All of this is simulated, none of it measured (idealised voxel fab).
Name of the process module below: voxel gate over fins
The cross-section on display is named cut; it measures 235 nm wide, and its cells are 5 nm squares.
Reading order for cross-sections: top band down to bottom band. Underlying form: a grid of square cells. Band size: one or more rows of cells.
Basically the band line says how high the top is and how high the bottom is, in nm, and then what's in it from left to right, every material with its width in nm. Empty space shows up as "empty", and if a single material carries "edge to edge" it runs the full band edge to edge.
The reference from which all heights are counted is 0, the level beneath which the as-received wafer is entirely one material; the lowest band, having no lower bound, proceeds downward and is written after the example "0 down".
Top row gets the first number, bottom row gets the second, and each row in between changes by the same step: that is how a band width like "30->40" works.
Reading "no change" for a step: not a cell of the cross-section changed in it.
What "Closed cavity list" gives you is every empty space of 8 cells or more that is cut off from the top. Each appears as width x height at distance, with the distance taken from the left edge and width, height and distance all in nm.
Anything after a step's settings on that line? It's the simulator's own note about the step.
The "overlay nm" setting may appear on a step's line; for a step that uses a mask, it gives how far to the right of its planned position the mask lay, and a negative value indicates the left.
Process steps foreseen in the plan:
1. RECEIVE [material Si]
2. CONFORMAL_DEP [material SiN] [thk nm 5]
3. MASKED_ETCH [tone cover] [mask id FINS] [width nm 15] [pitch nm 55] [etch materials SiN] [depth nm 5] [overlay nm 0]
4. MASKED_ETCH [tone cover] [mask id FINS] [width nm 15] [pitch nm 55] [etch materials Si] [depth nm 40] [overlay nm 0]
5. OXIDIZE [depth nm 5]
6. FILL_DEP [material SiO2] [thk nm 5]
7. CMP [height nm 5]
8. MASKED_ETCH [tone open] [mask id RAIL] [width nm 15] [etch materials SiO2] [depth nm 40] [overlay nm 0]
9. CONFORMAL_DEP [material TiN] [thk nm 5]
10. FILL_DEP [material W] [thk nm 5]
11. CMP [height nm 5]
12. SELECTIVE_ETCH [etch materials W Ru TiN] [depth nm 25]
13. FILL_DEP [material SiO2] [thk nm 5]
14. CMP [height nm 5]
15. SELECTIVE_ETCH [etch materials SiO2] [depth nm 15]
16. STRIP [etch materials SiN]
17. CONFORMAL_DEP [material HfO2] [thk nm 5]
18. CONFORMAL_DEP [material TiN] [thk nm 5]
19. CONFORMAL_DEP [material TiAl] [thk nm 5]
20. CONFORMAL_DEP [material TiN] [thk nm 5]
21. FILL_DEP [material W] [thk nm 10]
22. CMP [height nm 25]
23. CONFORMAL_DEP [material SiN] [thk nm 10]
As received (post step 1): cross-section:
> 0 down: Si edge to edge
> Closed cavity list: none
End state of the module in cross-section, given the above starting point and plan and one mistake in execution:
> 35 to 25: SiN edge to edge
> 25 to 20: W edge to edge
> 20 to 15: W 40 / TiN 45 / W 10 / TiN 45 / W 10 / TiN 45 / W 40
> 15 to 10: W 40 / TiN 5 / TiAl 35 / TiN 5 / W 10 / TiN 5 / TiAl 35 / TiN 5 / W 10 / TiN 5 / TiAl 35 / TiN 5 / W 40
> 10 to 5: TiN 45 / TiAl 5 / TiN 25 / TiAl 5 / TiN 20 / TiAl 5 / TiN 25 / TiAl 5 / TiN 20 / TiAl 5 / TiN 25 / TiAl 5 / TiN 45
> 5 to 0: TiAl 50 / TiN 5 / HfO2 15 / TiN 5 / TiAl 30 / TiN 5 / HfO2 15 / TiN 5 / TiAl 30 / TiN 5 / HfO2 15 / TiN 5 / TiAl 50
> 0 to -5: TiN 55 / HfO2 5 / Si 5 / HfO2 5 / TiN 40 / HfO2 5 / Si 5 / HfO2 5 / TiN 40 / HfO2 5 / Si 5 / HfO2 5 / TiN 55
> -5 to -10: HfO2 60 / Si 5 / HfO2 50 / Si 5 / HfO2 50 / Si 5 / HfO2 60
> -10 to -20: SiO2 60 / Si 5 / SiO2 50 / Si 5 / SiO2 50 / Si 5 / SiO2 60
> -20 to -30: W 50 / TiN 5 / SiO2 5 / Si 5 / SiO2 5 / TiN 10 / SiO2 15 / TiN 5 / W 5 / TiN 5 / SiO2 5 / Si 5 / SiO2 5 / TiN 5 / W 30 / TiN 5 / SiO2 5 / Si 5 / SiO2 5 / TiN 5 / W 50
> -30 to -35: TiN 55 / SiO2 5 / Si 5 / SiO2 5 / TiN 10 / SiO2 15 / TiN 15 / SiO2 5 / Si 5 / SiO2 5 / TiN 40 / SiO2 5 / Si 5 / SiO2 5 / TiN 55
> -35 to -45: SiO2 60 / Si 5 / SiO2 50 / Si 5 / SiO2 50 / Si 5 / SiO2 60
> -45 down: Si edge to edge
> Closed cavity list: none
What was the processing mistake? step 8 was processed under conditions differing from the plan, specifically as MASKED_ETCH [tone cover] [mask id RAIL] [width nm 15] [etch materials SiO2] [depth nm 40] [overlay nm 0]
